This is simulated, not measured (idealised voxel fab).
The following is a process module called voxel capacitor over wiring.
cross-section cut | 180 nm wide | cells 5 nm
Each cross-section below is a grid of square cells, stated as bands in top-down order, with one or more rows of cells making up each band. Read a band's entry like this: the first values are the height of its top and the height of its bottom in nm, and what follows is the sequence of materials from left to right, each with its width in nm. Note that "air" is empty space, and that a single material marked "edge to edge" reaches across the band from edge to edge. The level at which height equals 0 is the one under which the wafer, as it arrives, is entirely one material. No lower edge exists for the bottom band, which continues downward and is notated as in "0..down". You'd read "30..40" like this: the band's top row of cells is as wide as the first number, its bottom row is as wide as the second, and going down, every row changes width by the same amount as the row before did. The designation "changes: none", where it is given for a processing step, indicates that no cell of the cross-section was altered in the course of that step. Closed-off voids of 8+ cells (no open route to the top) go in "Sealed-off cavities", written width x height at distance from the left edge, in nm. That trailing text on a step's line, after the settings, is the simulator's own remark on the step. If you see "overlay nm" on a step's line and that step has a mask, it's telling you how far right of where it was planned the mask ended up; a negative number means it went left instead.

PROCESS STEPS (PLANNED)
- 1: RECEIVE: material Si
- 2: CONFORMAL_DEP: material SiO2, thk nm 10
- 3: DIRECTIONAL_DEP: material TiN, thk nm 5
- 4: DIRECTIONAL_DEP: material Ru, thk nm 15
- 5: PATTERN: tone cover, mask id METAL_1, material resist, width nm 25, pitch nm 85, thk nm 20, overlay nm 0
- 6: DIRECTIONAL_ETCH: etch materials Ru, depth nm 15
- 7: DIRECTIONAL_ETCH: etch materials TiN, depth nm 5
- 8: STRIP: etch materials resist
- 9: CONFORMAL_DEP: material SiCN, thk nm 5
- 10: FILL_DEP: material SiO2, thk nm 10
- 11: CMP: height nm 30
- 12: CONFORMAL_DEP: material SiCN, thk nm 5
- 13: DIRECTIONAL_DEP: material SiO2, thk nm 15
- 14: DIRECTIONAL_DEP: material aC, thk nm 10
- 15: PATTERN: tone open, mask id PLUG_1, material resist, width nm 15, thk nm 25, overlay nm 0
- 16: DIRECTIONAL_ETCH: etch materials aC, depth nm 10
- 17: STRIP: etch materials resist
- 18: DIRECTIONAL_ETCH: etch materials SiO2, depth nm 15
- 19: DIRECTIONAL_ETCH: etch materials SiCN, depth nm 5
- 20: STRIP: etch materials aC
- 21: EPI: material Ru, thk nm 10
- 22: EPI: material Ru, thk nm 10
- 23: DIRECTIONAL_DEP: material TiN, thk nm 10
- 24: DIRECTIONAL_DEP: material SiN, thk nm 5
- 25: DIRECTIONAL_DEP: material TiN, thk nm 5
- 26: DIRECTIONAL_DEP: material aC, thk nm 15
- 27: PATTERN: tone cover, mask id UPPER_PLATE, material resist, width nm 65, thk nm 35, overlay nm 0
- 28: DIRECTIONAL_ETCH: etch materials aC, depth nm 15
- 29: STRIP: etch materials resist
- 30: DIRECTIONAL_ETCH: etch materials TiN, depth nm 5
- 31: DIRECTIONAL_ETCH: etch materials SiN, depth nm 5
- 32: STRIP: etch materials aC
- 33: PATTERN: tone cover, mask id LOWER_PLATE, material resist, width nm 75, thk nm 15, overlay nm 0
- 34: DIRECTIONAL_ETCH: etch materials TiN, depth nm 10
- 35: STRIP: etch materials resist
- 36: FILL_DEP: material SiO2, thk nm 15
- 37: CMP: height nm 80
- 38: MASKED_ETCH: tone open, mask id PLUG_2, width nm 15, etch materials SiO2, depth nm 10, overlay nm 0
- 39: CONFORMAL_DEP: material TiN, thk nm 5
- 40: FILL_DEP: material Cu, thk nm 10
- 41: CMP: height nm 80
- 42: CONFORMAL_DEP: material SiN, thk nm 5

ACCOUNT OF THE FIRST OF TWO WAFERS, WHICH WAS PROCESSED AS INTENDED

THE CROSS-SECTION HERE SHOWS THE WAFER AS RECEIVED, I.E. IN ITS STATE AFTER STEP 1
> 0..down  Si edge to edge
> Sealed-off cavities: none

THE WAFER, SEEN IN CROSS-SECTION, AFTER STEP 2
> 10..0  SiO2 edge to edge
> Note: structure below 0 unchanged.

THE WAFER, SEEN IN CROSS-SECTION, AFTER STEP 3
> 15..10  TiN edge to edge
> Note: structure below 10 unchanged.

THE WAFER, SEEN IN CROSS-SECTION, AFTER STEP 4
> 30..15  Ru edge to edge
> Note: structure below 15 unchanged.

THE WAFER, SEEN IN CROSS-SECTION, AFTER STEP 5
> 50..30  35 nm air | 25 nm resist | 60 nm air | 25 nm resist | 35 nm air
> Note: structure below 30 unchanged.

THE WAFER, SEEN IN CROSS-SECTION, AFTER STEP 6
> 50..30  35 nm air | 25 nm resist | 60 nm air | 25 nm resist | 35 nm air
> 30..15  35 nm air | 25 nm Ru | 60 nm air | 25 nm Ru | 35 nm air
> Note: structure below 15 unchanged.

THE WAFER, SEEN IN CROSS-SECTION, AFTER STEP 7
> 50..30  35 nm air | 25 nm resist | 60 nm air | 25 nm resist | 35 nm air
> 30..15  35 nm air | 25 nm Ru | 60 nm air | 25 nm Ru | 35 nm air
> 15..10  35 nm air | 25 nm TiN | 60 nm air | 25 nm TiN | 35 nm air
> Note: structure below 10 unchanged.

THE WAFER, SEEN IN CROSS-SECTION, AFTER STEP 8
> 30..15  35 nm air | 25 nm Ru | 60 nm air | 25 nm Ru | 35 nm air
> Note: structure below 15 unchanged.

THE WAFER, SEEN IN CROSS-SECTION, AFTER STEP 9
> 35..30  30 nm air | 35 nm SiCN | 50 nm air | 35 nm SiCN | 30 nm air
> 30..15  30 nm air | 5 nm SiCN | 25 nm Ru | 5 nm SiCN | 50 nm air | 5 nm SiCN | 25 nm Ru | 5 nm SiCN | 30 nm air
> 15..10  35 nm SiCN | 25 nm TiN | 60 nm SiCN | 25 nm TiN | 35 nm SiCN
> Note: structure below 10 unchanged.

THE WAFER, SEEN IN CROSS-SECTION, AFTER STEP 10
> 45..35  SiO2 edge to edge
> 35..30  30 nm SiO2 | 35 nm SiCN | 50 nm SiO2 | 35 nm SiCN | 30 nm SiO2
> 30..15  30 nm SiO2 | 5 nm SiCN | 25 nm Ru | 5 nm SiCN | 50 nm SiO2 | 5 nm SiCN | 25 nm Ru | 5 nm SiCN | 30 nm SiO2
> Note: structure below 15 unchanged.

THE WAFER, SEEN IN CROSS-SECTION, AFTER STEP 11
> 30..15  30 nm SiO2 | 5 nm SiCN | 25 nm Ru | 5 nm SiCN | 50 nm SiO2 | 5 nm SiCN | 25 nm Ru | 5 nm SiCN | 30 nm SiO2
> Note: structure below 15 unchanged.

THE WAFER, SEEN IN CROSS-SECTION, AFTER STEP 12
> 35..30  SiCN edge to edge
> Note: structure below 30 unchanged.

THE WAFER, SEEN IN CROSS-SECTION, AFTER STEP 13
> 50..35  SiO2 edge to edge
> Note: structure below 35 unchanged.

THE WAFER, SEEN IN CROSS-SECTION, AFTER STEP 14
> 60..50  aC edge to edge
> Note: structure below 50 unchanged.

THE WAFER, SEEN IN CROSS-SECTION, AFTER STEP 15
> 85..60  45 nm resist | 15 nm air | 120 nm resist
> Note: structure below 60 unchanged.

THE WAFER, SEEN IN CROSS-SECTION, AFTER STEP 16
> 75..60  45 nm resist | 15 nm air | 120 nm resist
> 60..50  45 nm aC | 15 nm air | 120 nm aC
> Note: structure below 50 unchanged.

THE WAFER, SEEN IN CROSS-SECTION, AFTER STEP 17
> 60..50  45 nm aC | 15 nm air | 120 nm aC
> Note: structure below 50 unchanged.

THE WAFER, SEEN IN CROSS-SECTION, AFTER STEP 18
> 60..50  45 nm aC | 15 nm air | 120 nm aC
> 50..35  45 nm SiO2 | 15 nm air | 120 nm SiO2
> Note: structure below 35 unchanged.

THE WAFER, SEEN IN CROSS-SECTION, AFTER STEP 19
> 60..50  45 nm aC | 15 nm air | 120 nm aC
> 50..35  45 nm SiO2 | 15 nm air | 120 nm SiO2
> 35..30  45 nm SiCN | 15 nm air | 120 nm SiCN
> Note: structure below 30 unchanged.

THE WAFER, SEEN IN CROSS-SECTION, AFTER STEP 20
> 50..35  45 nm SiO2 | 15 nm air | 120 nm SiO2
> Note: structure below 35 unchanged.

THE WAFER, SEEN IN CROSS-SECTION, AFTER STEP 21
> 50..40  45 nm SiO2 | 15 nm air | 120 nm SiO2
> 40..35  45 nm SiO2 | 15 nm Ru | 120 nm SiO2
> 35..30  45 nm SiCN | 15 nm Ru | 120 nm SiCN
> Note: structure below 30 unchanged.

THE WAFER, SEEN IN CROSS-SECTION, AFTER STEP 22
> 50..35  45 nm SiO2 | 15 nm Ru | 120 nm SiO2
> Note: structure below 35 unchanged.

THE WAFER, SEEN IN CROSS-SECTION, AFTER STEP 23
> 60..50  TiN edge to edge
> Note: structure below 50 unchanged.

THE WAFER, SEEN IN CROSS-SECTION, AFTER STEP 24
> 65..60  SiN edge to edge
> Note: structure below 60 unchanged.

THE WAFER, SEEN IN CROSS-SECTION, AFTER STEP 25
> 70..65  TiN edge to edge
> Note: structure below 65 unchanged.

THE WAFER, SEEN IN CROSS-SECTION, AFTER STEP 26
> 85..70  aC edge to edge
> Note: structure below 70 unchanged.

THE WAFER, SEEN IN CROSS-SECTION, AFTER STEP 27
> 120..85  45 nm air | 65 nm resist | 70 nm air
> Note: structure below 85 unchanged.

THE WAFER, SEEN IN CROSS-SECTION, AFTER STEP 28
> 105..85  45 nm air | 65 nm resist | 70 nm air
> 85..70  45 nm air | 65 nm aC | 70 nm air
> Note: structure below 70 unchanged.

THE WAFER, SEEN IN CROSS-SECTION, AFTER STEP 29
> 85..70  45 nm air | 65 nm aC | 70 nm air
> Note: structure below 70 unchanged.

THE WAFER, SEEN IN CROSS-SECTION, AFTER STEP 30
> 85..70  45 nm air | 65 nm aC | 70 nm air
> 70..65  45 nm air | 65 nm TiN | 70 nm air
> Note: structure below 65 unchanged.

THE WAFER, SEEN IN CROSS-SECTION, AFTER STEP 31
> 85..70  45 nm air | 65 nm aC | 70 nm air
> 70..65  45 nm air | 65 nm TiN | 70 nm air
> 65..60  45 nm air | 65 nm SiN | 70 nm air
> Note: structure below 60 unchanged.

THE WAFER, SEEN IN CROSS-SECTION, AFTER STEP 32
> 70..65  45 nm air | 65 nm TiN | 70 nm air
> Note: structure below 65 unchanged.

THE WAFER, SEEN IN CROSS-SECTION, AFTER STEP 33
> 85..70  40 nm air | 75 nm resist | 65 nm air
> 70..65  40 nm air | 5 nm resist | 65 nm TiN | 5 nm resist | 65 nm air
> 65..60  40 nm air | 5 nm resist | 65 nm SiN | 5 nm resist | 65 nm air
> Note: structure below 60 unchanged.

THE WAFER, SEEN IN CROSS-SECTION, AFTER STEP 34
> 85..70  40 nm air | 75 nm resist | 65 nm air
> 70..65  40 nm air | 5 nm resist | 65 nm TiN | 5 nm resist | 65 nm air
> 65..60  40 nm air | 5 nm resist | 65 nm SiN | 5 nm resist | 65 nm air
> 60..50  40 nm air | 75 nm TiN | 65 nm air
> Note: structure below 50 unchanged.

THE WAFER, SEEN IN CROSS-SECTION, AFTER STEP 35
> 70..65  45 nm air | 65 nm TiN | 70 nm air
> 65..60  45 nm air | 65 nm SiN | 70 nm air
> Note: structure below 60 unchanged.

THE WAFER, SEEN IN CROSS-SECTION, AFTER STEP 36
> 85..70  SiO2 edge to edge
> 70..65  45 nm SiO2 | 65 nm TiN | 70 nm SiO2
> 65..60  45 nm SiO2 | 65 nm SiN | 70 nm SiO2
> 60..50  40 nm SiO2 | 75 nm TiN | 65 nm SiO2
> Note: structure below 50 unchanged.

THE WAFER, SEEN IN CROSS-SECTION, AFTER STEP 37
> 80..70  SiO2 edge to edge
> Note: structure below 70 unchanged.

THE WAFER, SEEN IN CROSS-SECTION, AFTER STEP 38
> 80..70  55 nm SiO2 | 15 nm air | 110 nm SiO2
> Note: structure below 70 unchanged.

THE WAFER, SEEN IN CROSS-SECTION, AFTER STEP 39
> 85..80  60 nm TiN | 5 nm air | 115 nm TiN
> 80..75  55 nm SiO2 | 5 nm TiN | 5 nm air | 5 nm TiN | 110 nm SiO2
> 75..65  55..45 nm SiO2 | 15..65 nm TiN | 110..70 nm SiO2
> Note: structure below 65 unchanged.

THE WAFER, SEEN IN CROSS-SECTION, AFTER STEP 40
> 95..85  Cu edge to edge
> 85..80  60 nm TiN | 5 nm Cu | 115 nm TiN
> 80..75  55 nm SiO2 | 5 nm TiN | 5 nm Cu | 5 nm TiN | 110 nm SiO2
> Note: structure below 75 unchanged.

THE WAFER, SEEN IN CROSS-SECTION, AFTER STEP 41
> 80..75  55 nm SiO2 | 5 nm TiN | 5 nm Cu | 5 nm TiN | 110 nm SiO2
> Note: structure below 75 unchanged.

THE WAFER, SEEN IN CROSS-SECTION, AFTER STEP 42
> 85..80  SiN edge to edge
> Note: structure below 80 unchanged.

SECOND WAFER, SAME STARTING CONDITIONS AND RECIPE AS THE FIRST, ONE MISTAKE IN EXECUTING IT, NOTHING DIFFERS FROM THE FIRST UP TO AND INCLUDING STEP 1

when step 2 should have ended: changes: none

WHEN STEP 3 SHOULD HAVE ENDED
> 5..0  TiN edge to edge
> Note: structure below 0 unchanged.

WHEN STEP 4 SHOULD HAVE ENDED
> 20..5  Ru edge to edge
> Note: structure below 5 unchanged.

WHEN STEP 5 SHOULD HAVE ENDED
> 40..20  35 nm air | 25 nm resist | 60 nm air | 25 nm resist | 35 nm air
> Note: structure below 20 unchanged.

WHEN STEP 6 SHOULD HAVE ENDED
> 40..20  35 nm air | 25 nm resist | 60 nm air | 25 nm resist | 35 nm air
> 20..5  35 nm air | 25 nm Ru | 60 nm air | 25 nm Ru | 35 nm air
> Note: structure below 5 unchanged.

WHEN STEP 7 SHOULD HAVE ENDED
> 40..20  35 nm air | 25 nm resist | 60 nm air | 25 nm resist | 35 nm air
> 20..5  35 nm air | 25 nm Ru | 60 nm air | 25 nm Ru | 35 nm air
> 5..0  35 nm air | 25 nm TiN | 60 nm air | 25 nm TiN | 35 nm air
> Note: structure below 0 unchanged.

WHEN STEP 8 SHOULD HAVE ENDED
> 20..5  35 nm air | 25 nm Ru | 60 nm air | 25 nm Ru | 35 nm air
> Note: structure below 5 unchanged.

WHEN STEP 9 SHOULD HAVE ENDED
> 25..20  30 nm air | 35 nm SiCN | 50 nm air | 35 nm SiCN | 30 nm air
> 20..5  30 nm air | 5 nm SiCN | 25 nm Ru | 5 nm SiCN | 50 nm air | 5 nm SiCN | 25 nm Ru | 5 nm SiCN | 30 nm air
> 5..0  35 nm SiCN | 25 nm TiN | 60 nm SiCN | 25 nm TiN | 35 nm SiCN
> Note: structure below 0 unchanged.

WHEN STEP 10 SHOULD HAVE ENDED
> 35..25  SiO2 edge to edge
> 25..20  30 nm SiO2 | 35 nm SiCN | 50 nm SiO2 | 35 nm SiCN | 30 nm SiO2
> 20..5  30 nm SiO2 | 5 nm SiCN | 25 nm Ru | 5 nm SiCN | 50 nm SiO2 | 5 nm SiCN | 25 nm Ru | 5 nm SiCN | 30 nm SiO2
> Note: structure below 5 unchanged.

WHEN STEP 11 SHOULD HAVE ENDED
> 30..25  SiO2 edge to edge
> Note: structure below 25 unchanged.

WHEN STEP 12 SHOULD HAVE ENDED
> 35..30  SiCN edge to edge
> Note: structure below 30 unchanged.

WHEN STEP 13 SHOULD HAVE ENDED
> 50..35  SiO2 edge to edge
> Note: structure below 35 unchanged.

WHEN STEP 14 SHOULD HAVE ENDED
> 60..50  aC edge to edge
> Note: structure below 50 unchanged.

WHEN STEP 15 SHOULD HAVE ENDED
> 85..60  45 nm resist | 15 nm air | 120 nm resist
> Note: structure below 60 unchanged.

WHEN STEP 16 SHOULD HAVE ENDED
> 75..60  45 nm resist | 15 nm air | 120 nm resist
> 60..50  45 nm aC | 15 nm air | 120 nm aC
> Note: structure below 50 unchanged.

WHEN STEP 17 SHOULD HAVE ENDED
> 60..50  45 nm aC | 15 nm air | 120 nm aC
> Note: structure below 50 unchanged.

WHEN STEP 18 SHOULD HAVE ENDED
> 60..50  45 nm aC | 15 nm air | 120 nm aC
> 50..35  45 nm SiO2 | 15 nm air | 120 nm SiO2
> Note: structure below 35 unchanged.

WHEN STEP 19 SHOULD HAVE ENDED
> 60..50  45 nm aC | 15 nm air | 120 nm aC
> 50..35  45 nm SiO2 | 15 nm air | 120 nm SiO2
> 35..30  45 nm SiCN | 15 nm air | 120 nm SiCN
> Note: structure below 30 unchanged.

WHEN STEP 20 SHOULD HAVE ENDED
> 50..35  45 nm SiO2 | 15 nm air | 120 nm SiO2
> Note: structure below 35 unchanged.

when step 21 should have ended: changes: none

when step 22 should have ended: changes: none

WHEN STEP 23 SHOULD HAVE ENDED
> 60..50  45 nm TiN | 15 nm air | 120 nm TiN
> 50..40  45 nm SiO2 | 15 nm air | 120 nm SiO2
> 40..35  45 nm SiO2 | 15 nm TiN | 120 nm SiO2
> 35..30  45 nm SiCN | 15 nm TiN | 120 nm SiCN
> Note: structure below 30 unchanged.

WHEN STEP 24 SHOULD HAVE ENDED
> 65..60  45 nm SiN | 15 nm air | 120 nm SiN
> 60..50  45 nm TiN | 15 nm air | 120 nm TiN
> 50..45  45 nm SiO2 | 15 nm air | 120 nm SiO2
> 45..40  45 nm SiO2 | 15 nm SiN | 120 nm SiO2
> Note: structure below 40 unchanged.

WHEN STEP 25 SHOULD HAVE ENDED
> 70..65  45 nm TiN | 15 nm air | 120 nm TiN
> 65..60  45 nm SiN | 15 nm air | 120 nm SiN
> 60..50  45 nm TiN | 15 nm air | 120 nm TiN
> 50..45  45 nm SiO2 | 15 nm TiN | 120 nm SiO2
> Note: structure below 45 unchanged.

WHEN STEP 26 SHOULD HAVE ENDED
> 85..70  45 nm aC | 15 nm air | 120 nm aC
> 70..65  45 nm TiN | 15 nm air | 120 nm TiN
> 65..60  45 nm SiN | 15 nm aC | 120 nm SiN
> 60..50  45 nm TiN | 15 nm aC | 120 nm TiN
> Note: structure below 50 unchanged.

WHEN STEP 27 SHOULD HAVE ENDED
> 120..85  45 nm air | 65 nm resist | 70 nm air
> 85..70  45 nm aC | 15 nm resist | 120 nm aC
> 70..65  45 nm TiN | 15 nm resist | 120 nm TiN
> Note: structure below 65 unchanged.

WHEN STEP 28 SHOULD HAVE ENDED
> 105..85  45 nm air | 65 nm resist | 70 nm air
> 85..70  45 nm air | 15 nm resist | 50 nm aC | 70 nm air
> Note: structure below 70 unchanged.

WHEN STEP 29 SHOULD HAVE ENDED
> 85..70  60 nm air | 50 nm aC | 70 nm air
> 70..65  45 nm TiN | 15 nm air | 120 nm TiN
> Note: structure below 65 unchanged.

WHEN STEP 30 SHOULD HAVE ENDED
> 85..70  60 nm air | 50 nm aC | 70 nm air
> 70..65  60 nm air | 50 nm TiN | 70 nm air
> Note: structure below 65 unchanged.

WHEN STEP 31 SHOULD HAVE ENDED
> 85..70  60 nm air | 50 nm aC | 70 nm air
> 70..65  60 nm air | 50 nm TiN | 70 nm air
> 65..60  45 nm air | 15 nm aC | 50 nm SiN | 70 nm air
> Note: structure below 60 unchanged.

WHEN STEP 32 SHOULD HAVE ENDED
> 70..65  60 nm air | 50 nm TiN | 70 nm air
> 65..60  60 nm air | 50 nm SiN | 70 nm air
> 60..50  45 nm TiN | 15 nm air | 120 nm TiN
> Note: structure below 50 unchanged.

WHEN STEP 33 SHOULD HAVE ENDED
> 85..70  40 nm air | 75 nm resist | 65 nm air
> 70..65  40 nm air | 20 nm resist | 50 nm TiN | 5 nm resist | 65 nm air
> 65..60  40 nm air | 20 nm resist | 50 nm SiN | 5 nm resist | 65 nm air
> 60..50  45 nm TiN | 15 nm resist | 120 nm TiN
> Note: structure below 50 unchanged.

WHEN STEP 34 SHOULD HAVE ENDED
> 85..70  40 nm air | 75 nm resist | 65 nm air
> 70..65  40 nm air | 20 nm resist | 50 nm TiN | 5 nm resist | 65 nm air
> 65..60  40 nm air | 20 nm resist | 50 nm SiN | 5 nm resist | 65 nm air
> 60..50  40 nm air | 5 nm TiN | 15 nm resist | 55 nm TiN | 65 nm air
> Note: structure below 50 unchanged.

WHEN STEP 35 SHOULD HAVE ENDED
> 70..65  60 nm air | 50 nm TiN | 70 nm air
> 65..60  60 nm air | 50 nm SiN | 70 nm air
> 60..50  40 nm air | 5 nm TiN | 15 nm air | 55 nm TiN | 65 nm air
> Note: structure below 50 unchanged.

WHEN STEP 36 SHOULD HAVE ENDED
> 85..70  SiO2 edge to edge
> 70..65  60 nm SiO2 | 50 nm TiN | 70 nm SiO2
> 65..60  60 nm SiO2 | 50 nm SiN | 70 nm SiO2
> 60..50  40 nm SiO2 | 5 nm TiN | 15 nm SiO2 | 55 nm TiN | 65 nm SiO2
> Note: structure below 50 unchanged.

WHEN STEP 37 SHOULD HAVE ENDED
> 80..70  SiO2 edge to edge
> Note: structure below 70 unchanged.

WHEN STEP 38 SHOULD HAVE ENDED
> 80..70  55 nm SiO2 | 15 nm air | 110 nm SiO2
> Note: structure below 70 unchanged.

WHEN STEP 39 SHOULD HAVE ENDED
> 85..80  60 nm TiN | 5 nm air | 115 nm TiN
> 80..75  55 nm SiO2 | 5 nm TiN | 5 nm air | 5 nm TiN | 110 nm SiO2
> 75..65  55..60 nm SiO2 | 15..50 nm TiN | 110..70 nm SiO2
> Note: structure below 65 unchanged.

WHEN STEP 40 SHOULD HAVE ENDED
> 95..85  Cu edge to edge
> 85..80  60 nm TiN | 5 nm Cu | 115 nm TiN
> 80..75  55 nm SiO2 | 5 nm TiN | 5 nm Cu | 5 nm TiN | 110 nm SiO2
> Note: structure below 75 unchanged.

WHEN STEP 41 SHOULD HAVE ENDED
> 80..75  55 nm SiO2 | 5 nm TiN | 5 nm Cu | 5 nm TiN | 110 nm SiO2
> Note: structure below 75 unchanged.

WHEN STEP 42 SHOULD HAVE ENDED
> 85..80  SiN edge to edge
> Note: structure below 80 unchanged.
Finding, execution versus plan: the run left out plan step 2 entirely, so it was never executed
Final cells, second wafer relative to first, materials higher or lower: Ru -12, SiCN +14, SiO2 -2
